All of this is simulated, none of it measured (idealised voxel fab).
process module | voxel ribs on slabs
cross-section cut | 250 nm wide | cells 5 nm
A cross-section is a grid of square cells, given in bands from the top down. A band is one or more rows of cells.
Each band's line starts with the height of the band's top and of its bottom, in nm. Then come its materials from left to right, each with its width in nm. One material with "throughout" fills the band from edge to edge. "air" is empty space.
Height 0 is the level under which the wafer as received is all one material. The lowest band goes on downwards, as in "0 down".
A width such as "30 to 40" changes by the same amount from each row of cells to the next, from the band's top row to its bottom row.
"no change" after a step means that no cell of the cross-section changed.
closed voids: empty space of 8 cells or more with no open way to the top, each as width x height at its distance from the left edge, in nm
after a step's settings: what the simulator itself notes on the step
overlay nm, on a step with a mask: how far to the right of its planned place the mask lay; to the left if negative
plan
1 op RECEIVE | material Si
2 op DIRECTIONAL_DEP | material SiO2 | thk nm 25
3 op DIRECTIONAL_DEP | material polySi | thk nm 15
4 op PATTERN | tone cover | mask id RIB | material resist | width nm 30 | thk nm 20 | overlay nm 0
5 op DIRECTIONAL_ETCH | etch materials polySi | depth nm 10
6 op STRIP | etch materials resist
7 op MASKED_ETCH | tone cover | mask id SLAB | width nm 90 | etch materials polySi | depth nm 5 | overlay nm 0
8 op FILL_DEP | material SiO2 | thk nm 25
9 op CMP | height nm 60
10 op DIRECTIONAL_DEP | material TiN | thk nm 5
11 op MASKED_ETCH | tone cover | mask id HEATER | width nm 40 | etch materials TiN | depth nm 5 | overlay nm 0
12 op CONFORMAL_DEP | material SiO2 | thk nm 10
first wafer, as planned
as received, after step 1
  0 down: Si throughout
  closed voids: none
after step 2
  25 to 0: SiO2 throughout
  below 0: unchanged
after step 3
  40 to 25: polySi throughout
  below 25: unchanged
after step 4
  60 to 40: air 110 | resist 30 | air 110
  below 40: unchanged
after step 5
  60 to 40: air 110 | resist 30 | air 110
  40 to 30: air 110 | polySi 30 | air 110
  below 30: unchanged
after step 6
  40 to 30: air 110 | polySi 30 | air 110
  below 30: unchanged
after step 7
  40 to 30: air 110 | polySi 30 | air 110
  30 to 25: air 80 | polySi 90 | air 80
  below 25: unchanged
after step 8
  65 to 40: SiO2 throughout
  40 to 30: SiO2 110 | polySi 30 | SiO2 110
  30 to 25: SiO2 80 | polySi 90 | SiO2 80
  below 25: unchanged
after step 9
  60 to 40: SiO2 throughout
  below 40: unchanged
after step 10
  65 to 60: TiN throughout
  below 60: unchanged
after step 11
  65 to 60: air 105 | TiN 40 | air 105
  below 60: unchanged
after step 12
  75 to 70: air 95 | SiO2 60 | air 95
  70 to 65: SiO2 throughout
  65 to 60: SiO2 105 | TiN 40 | SiO2 105
  below 60: unchanged
second wafer: like start, like plan, one mistake. Through step 1 it matches the first wafer
when step 2 should have ended
  15 to 0: polySi throughout
  below 0: unchanged
when step 3 should have ended
  40 to 15: SiO2 throughout
  below 15: unchanged
when step 4 should have ended
  60 to 40: air 110 | resist 30 | air 110
  below 40: unchanged
when step 5 should have ended: no change
when step 6 should have ended
  40 to 15: SiO2 throughout
  below 15: unchanged
when step 7 should have ended: no change
when step 8 should have ended
  65 to 15: SiO2 throughout
  below 15: unchanged
when step 9 should have ended
  60 to 15: SiO2 throughout
  below 15: unchanged
when step 10 should have ended
  65 to 60: TiN throughout
  below 60: unchanged
when step 11 should have ended
  65 to 60: air 105 | TiN 40 | air 105
  below 60: unchanged
when step 12 should have ended
  75 to 70: air 95 | SiO2 60 | air 95
  70 to 65: SiO2 throughout
  65 to 60: SiO2 105 | TiN 40 | SiO2 105
  below 60: unchanged
what went wrong: steps 2 and 3 were swapped
at the end the second wafer has, in cells: 120 fewer of SiO2 | 120 more of polySi
